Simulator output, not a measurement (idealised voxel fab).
The process module presented herein is designated voxel transistor to metal.
Square cell edge 5 nm, section width 285 nm, ID cut.
We lay out every cross-section as a grid of square cells and spell it out in bands from the top down, where one band means one or more rows of cells.
Quick guide to a band line: top height, bottom height (nm) up front; then every material left to right with its width in nm. Only one material and it's marked "throughout"? Then it fills the band edge to edge. And "blank" just means empty space.
Below 0: as-received wafer, all one material; heights counted from there. Lowest band: no bottom, goes on down, written "0 nm and below".
With a width like "30 to 40", each row of cells in the band differs from the next by the same amount, the top row carrying the first number and the bottom row the second.
No cell of the cross-section changed in a step that is given as "no change".
"Closed-off voids" specifies each empty space that is not open to the top and that occupies no fewer than 8 cells, using the form width x height at distance, the distance measured from the left edge and all three quantities in nm.
It should be noted that, on the line of a given step, the content following the step's settings is a remark produced by the simulator itself with respect to that step.
overlay nm: where the mask lay relative to plan, measured to the right, on steps with a mask; negatives go left.

Plan
1. RECEIVE with material Si
2. OXIDIZE with depth nm 5
3. CONFORMAL_DEP with material SiN, thk nm 10
4. PATTERN with tone cover, mask id ACTIVE, material resist, width nm 110, pitch nm 135, thk nm 20, overlay nm 0
5. DIRECTIONAL_ETCH with etch materials SiN, depth nm 10
6. DIRECTIONAL_ETCH with etch materials SiO2, depth nm 5
7. DIRECTIONAL_ETCH with etch materials Si, depth nm 30
8. STRIP with etch materials resist
9. OXIDIZE with depth nm 5
10. FILL_DEP with material SiO2, thk nm 10
11. CMP with height nm 10
12. SELECTIVE_ETCH with etch materials SiO2, depth nm 10
13. STRIP with etch materials SiN
14. SELECTIVE_ETCH with etch materials SiO2, depth nm 5
15. OXIDIZE with depth nm 5
16. DIRECTIONAL_DEP with material polySi, thk nm 30
17. DIRECTIONAL_DEP with material SiCN, thk nm 15
18. PATTERN with tone cover, mask id GATE, material resist, width nm 30, pitch nm 135, thk nm 20, overlay nm 0
19. DIRECTIONAL_ETCH with etch materials SiCN, depth nm 25
20. DIRECTIONAL_ETCH with etch materials polySi, depth nm 40
21. STRIP with etch materials resist
22. CONFORMAL_DEP with material SiO2, thk nm 5
23. DIRECTIONAL_ETCH with etch materials SiO2, depth nm 5
24. CONFORMAL_DEP with material SiN, thk nm 10
25. DIRECTIONAL_ETCH with etch materials SiN, depth nm 10
26. DIRECTIONAL_ETCH with etch materials SiO2, depth nm 5
27. DIRECTIONAL_ETCH with etch materials Si, depth nm 10
28. EPI with material pSi, thk nm 10
29. FILL_DEP with material SiO2, thk nm 5
30. CMP with height nm 25
31. STRIP with etch materials polySi
32. SELECTIVE_ETCH with etch materials SiO2, depth nm 5
33. CONFORMAL_DEP with material HfO2, thk nm 5
34. CONFORMAL_DEP with material TiN, thk nm 5
35. FILL_DEP with material W, thk nm 10
36. CMP with height nm 20
37. DIRECTIONAL_DEP with material SiO2, thk nm 10
38. MASKED_ETCH with tone open, mask id CONTACT, width nm 15, etch materials SiO2, depth nm 40, overlay nm 0
39. CONFORMAL_DEP with material TiN, thk nm 5
40. FILL_DEP with material Ru, thk nm 10
41. CMP with height nm 30
42. CONFORMAL_DEP with material SiN, thk nm 5
43. DIRECTIONAL_DEP with material lowk, thk nm 20
44. MASKED_ETCH with tone open, mask id METAL_1, width nm 15, etch materials lowk, depth nm 20, overlay nm 0
45. MASKED_ETCH with tone open, mask id METAL_1, width nm 15, etch materials SiN, depth nm 5, overlay nm 0
46. CONFORMAL_DEP with material TiN, thk nm 5
47. FILL_DEP with material Ru, thk nm 10
48. CMP with height nm 55
49. CONFORMAL_DEP with material SiCN, thk nm 5
50. DIRECTIONAL_DEP with material lowk, thk nm 30
51. PATTERN with tone open, mask id METAL_2, material resist, width nm 15, pitch nm 135, thk nm 15, overlay nm 0
52. DIRECTIONAL_ETCH with etch materials lowk, depth nm 20
53. STRIP with etch materials resist
54. MASKED_ETCH with tone open, mask id METAL_2_HOLES, width nm 15, pitch nm 135, etch materials lowk, depth nm 10, overlay nm 0
55. MASKED_ETCH with tone open, mask id METAL_2_HOLES, width nm 15, pitch nm 135, etch materials SiCN, depth nm 5, overlay nm 0
56. CONFORMAL_DEP with material TiN, thk nm 5
57. FILL_DEP with material Cu, thk nm 10
58. CMP with height nm 90
59. CONFORMAL_DEP with material SiCN, thk nm 5

Cross-section: wafer on arrival = after step 1
  0 nm and below | Si throughout
  Closed-off voids: none

Cross-section, first of two wafers, end of module, run as planned
  95 nm to 90 nm | SiCN throughout
  90 nm to 60 nm | lowk 30 nm / TiN 5 nm / Cu 5 nm / TiN 5 nm / lowk 120 nm / TiN 5 nm / Cu 5 nm / TiN 5 nm / lowk 105 nm
  60 nm to 55 nm | SiCN 30 nm / TiN 15 nm / SiCN 120 nm / TiN 15 nm / SiCN 105 nm
  55 nm to 35 nm | lowk 30 nm / TiN 5 nm / Ru 5 nm / TiN 5 nm / lowk 60 nm / TiN 5 nm / Ru 5 nm / TiN 5 nm / lowk 45 nm / TiN 5 nm / Ru 5 nm / TiN 5 nm / lowk 60 nm / TiN 5 nm / Ru 5 nm / TiN 5 nm / lowk 30 nm
  35 nm to 30 nm | SiN 30 nm / TiN 15 nm / SiN 60 nm / TiN 15 nm / SiN 45 nm / TiN 15 nm / SiN 60 nm / TiN 15 nm / SiN 30 nm
  30 nm to 20 nm | SiO2 30 nm / TiN 5 nm / Ru 5 nm / TiN 5 nm / SiO2 60 nm / TiN 5 nm / Ru 5 nm / TiN 5 nm / SiO2 45 nm / TiN 5 nm / Ru 5 nm / TiN 5 nm / SiO2 60 nm / TiN 5 nm / Ru 5 nm / TiN 5 nm / SiO2 30 nm
  20 nm to 5 nm | SiO2 30 nm / TiN 5 nm / Ru 5 nm / TiN 5 nm / SiN 10 nm / HfO2 5 nm / TiN 5 nm / W 20 nm / TiN 5 nm / HfO2 5 nm / SiN 10 nm / TiN 5 nm / Ru 5 nm / TiN 5 nm / SiO2 45 nm / TiN 5 nm / Ru 5 nm / TiN 5 nm / SiN 10 nm / HfO2 5 nm / TiN 5 nm / W 20 nm / TiN 5 nm / HfO2 5 nm / SiN 10 nm / TiN 5 nm / Ru 5 nm / TiN 5 nm / SiO2 30 nm
  5 nm to 0 nm | SiO2 30 nm / TiN 15 nm / SiN 10 nm / HfO2 5 nm / TiN 5 nm / W 20 nm / TiN 5 nm / HfO2 5 nm / SiN 10 nm / TiN 15 nm / SiO2 45 nm / TiN 15 nm / SiN 10 nm / HfO2 5 nm / TiN 5 nm / W 20 nm / TiN 5 nm / HfO2 5 nm / SiN 10 nm / TiN 15 nm / SiO2 30 nm
  0 nm to -5 nm | SiO2 30 nm / TiN 5 nm / pSi 10 nm / SiN 10 nm / HfO2 5 nm / TiN 30 nm / HfO2 5 nm / SiN 10 nm / pSi 10 nm / TiN 5 nm / SiO2 45 nm / TiN 5 nm / pSi 10 nm / SiN 10 nm / HfO2 5 nm / TiN 30 nm / HfO2 5 nm / SiN 10 nm / pSi 10 nm / TiN 5 nm / SiO2 30 nm
  -5 nm to -10 nm | SiO2 30 nm / TiN 5 nm / pSi 10 nm / SiO2 10 nm / HfO2 40 nm / SiO2 10 nm / pSi 10 nm / TiN 5 nm / SiO2 45 nm / TiN 5 nm / pSi 10 nm / SiO2 10 nm / HfO2 40 nm / SiO2 10 nm / pSi 10 nm / TiN 5 nm / SiO2 30 nm
  -10 nm to -20 nm | SiO2 25 nm / pSi 20 nm / Si 60 nm / pSi 20 nm / SiO2 35 nm / pSi 20 nm / Si 60 nm / pSi 20 nm / SiO2 25 nm
  -20 nm to -40 nm | SiO2 25 nm / Si 100 nm / SiO2 35 nm / Si 100 nm / SiO2 25 nm
  -40 nm and below | Si throughout
  Closed-off voids: none

Cross-sectional view: second of two wafers, end of module; start and plan identical to the first, one mistake in running
  95 nm to 90 nm | SiCN throughout
  90 nm to 60 nm | lowk 30 nm / TiN 5 nm / Cu 5 nm / TiN 5 nm / lowk 120 nm / TiN 5 nm / Cu 5 nm / TiN 5 nm / lowk 105 nm
  60 nm to 55 nm | SiCN 30 nm / TiN 15 nm / SiCN 120 nm / TiN 15 nm / SiCN 105 nm
  55 nm to 35 nm | lowk 30 nm / TiN 5 nm / Ru 5 nm / TiN 5 nm / lowk 60 nm / TiN 5 nm / Ru 5 nm / TiN 5 nm / lowk 45 nm / TiN 5 nm / Ru 5 nm / TiN 5 nm / lowk 60 nm / TiN 5 nm / Ru 5 nm / TiN 5 nm / lowk 30 nm
  35 nm to 30 nm | SiN 30 nm / TiN 15 nm / SiN 60 nm / TiN 15 nm / SiN 45 nm / TiN 15 nm / SiN 60 nm / TiN 15 nm / SiN 30 nm
  30 nm to 20 nm | SiO2 30 nm / TiN 5 nm / Ru 5 nm / TiN 5 nm / SiO2 60 nm / TiN 5 nm / Ru 5 nm / TiN 5 nm / SiO2 45 nm / TiN 5 nm / Ru 5 nm / TiN 5 nm / SiO2 60 nm / TiN 5 nm / Ru 5 nm / TiN 5 nm / SiO2 30 nm
  20 nm to 15 nm | SiO2 30 nm / TiN 5 nm / Ru 5 nm / TiN 5 nm / SiN 10 nm / HfO2 5 nm / TiN 5 nm / W 20 nm / TiN 5 nm / HfO2 5 nm / SiN 10 nm / TiN 5 nm / Ru 5 nm / TiN 5 nm / SiO2 45 nm / TiN 5 nm / Ru 5 nm / TiN 5 nm / SiN 10 nm / HfO2 5 nm / TiN 5 nm / W 20 nm / TiN 5 nm / HfO2 5 nm / SiN 10 nm / TiN 5 nm / Ru 5 nm / TiN 5 nm / SiO2 30 nm
  15 nm to 10 nm | SiO2 30 nm / TiN 15 nm / SiN 10 nm / HfO2 5 nm / TiN 5 nm / W 20 nm / TiN 5 nm / HfO2 5 nm / SiN 10 nm / TiN 15 nm / SiO2 45 nm / TiN 15 nm / SiN 10 nm / HfO2 5 nm / TiN 5 nm / W 20 nm / TiN 5 nm / HfO2 5 nm / SiN 10 nm / TiN 15 nm / SiO2 30 nm
  10 nm to 0 nm | SiO2 30 nm / TiN 5 nm / SiO2 10 nm / SiN 10 nm / HfO2 5 nm / TiN 5 nm / W 20 nm / TiN 5 nm / HfO2 5 nm / SiN 10 nm / SiO2 10 nm / TiN 5 nm / SiO2 45 nm / TiN 5 nm / SiO2 10 nm / SiN 10 nm / HfO2 5 nm / TiN 5 nm / W 20 nm / TiN 5 nm / HfO2 5 nm / SiN 10 nm / SiO2 10 nm / TiN 5 nm / SiO2 30 nm
  0 nm to -5 nm | SiO2 35 nm / pSi 10 nm / SiN 10 nm / HfO2 5 nm / TiN 30 nm / HfO2 5 nm / SiN 10 nm / pSi 10 nm / SiO2 55 nm / pSi 10 nm / SiN 10 nm / HfO2 5 nm / TiN 30 nm / HfO2 5 nm / SiN 10 nm / pSi 10 nm / SiO2 35 nm
  -5 nm to -10 nm | SiO2 35 nm / pSi 10 nm / SiO2 10 nm / HfO2 40 nm / SiO2 10 nm / pSi 10 nm / SiO2 55 nm / pSi 10 nm / SiO2 10 nm / HfO2 40 nm / SiO2 10 nm / pSi 10 nm / SiO2 35 nm
  -10 nm to -20 nm | SiO2 25 nm / pSi 20 nm / Si 60 nm / pSi 20 nm / SiO2 35 nm / pSi 20 nm / Si 60 nm / pSi 20 nm / SiO2 25 nm
  -20 nm to -40 nm | SiO2 25 nm / Si 100 nm / SiO2 35 nm / Si 100 nm / SiO2 25 nm
  -40 nm and below | Si throughout
  Closed-off voids: none
Heads up, the wafer didn't run the way we planned it: plan steps 37 and 38 run swapped
Wafer comparison, final, in cells, second relative to first, materials more or fewer: -8 Ru; +24 SiO2; -16 TiN
